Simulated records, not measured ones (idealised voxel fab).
The document below concerns the process module designated voxel gate over fins.
This is section cut - it's 300 nm across, gridded in 5 nm square cells.
Throughout this document, each cross-section is represented as a grid of square cells and is presented as a sequence of bands enumerated from the top downward, where a band comprises one or more rows of cells. Band: top height; bottom height; in nm. Then, left to right: material with width in nm, for each material. "all across": a single material spanning edge to edge. "air": empty space. For the purposes of this specification, 0 denotes the height below which the wafer in its as-received condition is composed wholly of one material, and the lowermost band, lacking a lower limit, extends downward without end, as expressed in "0 and below". A two-number width, for instance "30 to 40", indicates that the width is equal to the first number in the top row of the band and to the second number in the bottom row, and that it changes by a constant amount per row of cells. Given "nothing different" for a step, no cell of the cross-section differs between before and after that step. "Fully enclosed voids" contains a list of empty spaces, each no smaller than 8 cells and without an open way to the top, written in the form width x height at distance with the distance from the left edge and all three in nm. Anything after a step's settings on that line? It's the simulator's own note about the step. You can add "overlay nm" to a step's line. For a step with a mask, it describes how far the mask lay to the right of its planned position, and a negative number describes a lay to the left.
Listed below are the process steps as planned:
- 1: RECEIVE with material Si
- 2: CONFORMAL_DEP with material SiN, thk nm 5
- 3: MASKED_ETCH with tone cover, mask id FINS, width nm 15, pitch nm 55, etch materials SiN, depth nm 5, overlay nm 0
- 4: MASKED_ETCH with tone cover, mask id FINS, width nm 15, pitch nm 55, etch materials Si, depth nm 40, overlay nm 0
- 5: OXIDIZE with depth nm 5
- 6: FILL_DEP with material SiO2, thk nm 10
- 7: CMP with height nm 5
- 8: DIRECTIONAL_DEP with material aC, thk nm 10
- 9: PATTERN with tone open, mask id RAIL, material resist, width nm 15, thk nm 25, overlay nm 0
- 10: DIRECTIONAL_ETCH with etch materials aC, depth nm 10
- 11: STRIP with etch materials resist
- 12: DIRECTIONAL_ETCH with etch materials SiO2, depth nm 40
- 13: STRIP with etch materials aC
- 14: CONFORMAL_DEP with material TiN, thk nm 5
- 15: FILL_DEP with material W, thk nm 10
- 16: CMP with height nm 5
- 17: SELECTIVE_ETCH with etch materials W Ru TiN, depth nm 25
- 18: FILL_DEP with material SiO2, thk nm 5
- 19: CMP with height nm 5
- 20: SELECTIVE_ETCH with etch materials SiO2, depth nm 15
- 21: STRIP with etch materials SiN
- 22: CONFORMAL_DEP with material HfO2, thk nm 5
- 23: CONFORMAL_DEP with material TiN, thk nm 5
- 24: CONFORMAL_DEP with material TiAl, thk nm 5
- 25: CONFORMAL_DEP with material TiN, thk nm 5
- 26: FILL_DEP with material W, thk nm 15
- 27: CMP with height nm 30
- 28: CONFORMAL_DEP with material SiN, thk nm 5
Cross-section of the wafer at receipt, which is the condition after step 1:
> 0 and below: Si all across
> Fully enclosed voids: none
Wafer at module end, in section. Began as above, planned as above, run with one mistake:
> 35 down to 30: SiN all across
> 30 down to 20: W all across
> 20 down to 15: W 45, then TiN 45, then W 10, then TiN 45, then W 10, then TiN 45, then W 10, then TiN 45, then W 45
> 15 down to 10: W 45, then TiN 5, then TiAl 35, then TiN 5, then W 10, then TiN 5, then TiAl 35, then TiN 5, then W 10, then TiN 5, then TiAl 35, then TiN 5, then W 10, then TiN 5, then TiAl 35, then TiN 5, then W 45
> 10 down to 5: W 45, then TiN 5, then TiAl 5, then TiN 25, then TiAl 5, then TiN 5, then W 10, then TiN 5, then TiAl 5, then TiN 25, then TiAl 5, then TiN 5, then W 10, then TiN 5, then TiAl 5, then TiN 25, then TiAl 5, then TiN 5, then W 10, then TiN 5, then TiAl 5, then TiN 25, then TiAl 5, then TiN 5, then W 45
> 5 down to 0: W 45, then TiN 5, then TiAl 5, then TiN 5, then HfO2 15, then TiN 5, then TiAl 5, then TiN 5, then W 10, then TiN 5, then TiAl 5, then TiN 5, then HfO2 15, then TiN 5, then TiAl 5, then TiN 5, then W 10, then TiN 5, then TiAl 5, then TiN 5, then HfO2 15, then TiN 5, then TiAl 5, then TiN 5, then W 10, then TiN 5, then TiAl 5, then TiN 5, then HfO2 15, then TiN 5, then TiAl 5, then TiN 5, then W 45
> 0 down to -5: W 45, then TiN 5, then TiAl 5, then TiN 5, then HfO2 5, then Si 5, then HfO2 5, then TiN 5, then TiAl 5, then TiN 20, then TiAl 5, then TiN 5, then HfO2 5, then Si 5, then HfO2 5, then TiN 5, then TiAl 5, then TiN 5, then W 10, then TiN 5, then TiAl 5, then TiN 5, then HfO2 5, then Si 5, then HfO2 5, then TiN 5, then TiAl 5, then TiN 5, then W 10, then TiN 5, then TiAl 5, then TiN 5, then HfO2 5, then Si 5, then HfO2 5, then TiN 5, then TiAl 5, then TiN 5, then W 45
> -5 down to -10: TiN 50, then TiAl 5, then TiN 5, then HfO2 5, then Si 5, then HfO2 5, then TiN 5, then TiAl 30, then TiN 5, then HfO2 5, then Si 5, then HfO2 5, then TiN 5, then TiAl 5, then TiN 20, then TiAl 5, then TiN 5, then HfO2 5, then Si 5, then HfO2 5, then TiN 5, then TiAl 5, then TiN 20, then TiAl 5, then TiN 5, then HfO2 5, then Si 5, then HfO2 5, then TiN 5, then TiAl 5, then TiN 50
> -10 down to -15: TiAl 55, then TiN 5, then HfO2 5, then Si 5, then HfO2 5, then TiN 40, then HfO2 5, then Si 5, then HfO2 5, then TiN 5, then TiAl 30, then TiN 5, then HfO2 5, then Si 5, then HfO2 5, then TiN 5, then TiAl 30, then TiN 5, then HfO2 5, then Si 5, then HfO2 5, then TiN 5, then TiAl 55
> -15 down to -20: TiN 60, then HfO2 5, then Si 5, then HfO2 5, then TiN 5, then HfO2 25, then TiN 10, then HfO2 5, then Si 5, then HfO2 5, then TiN 40, then HfO2 5, then Si 5, then HfO2 5, then TiN 40, then HfO2 5, then Si 5, then HfO2 5, then TiN 60
> -20 down to -25: HfO2 65, then Si 5, then HfO2 15, then TiN 5, then W 5, then TiN 5, then HfO2 20, then Si 5, then HfO2 50, then Si 5, then HfO2 50, then Si 5, then HfO2 65
> -25 down to -30: SiO2 65, then Si 5, then SiO2 15, then TiN 5, then W 5, then TiN 5, then SiO2 20, then Si 5, then SiO2 50, then Si 5, then SiO2 50, then Si 5, then SiO2 65
> -30 down to -35: SiO2 65, then Si 5, then SiO2 15, then TiN 15, then SiO2 20, then Si 5, then SiO2 50, then Si 5, then SiO2 50, then Si 5, then SiO2 65
> -35 down to -45: SiO2 65, then Si 5, then SiO2 50, then Si 5, then SiO2 50, then Si 5, then SiO2 50, then Si 5, then SiO2 65
> -45 and below: Si all across
> Fully enclosed voids: none
Processing error: step 20 of the plan was twice carried out
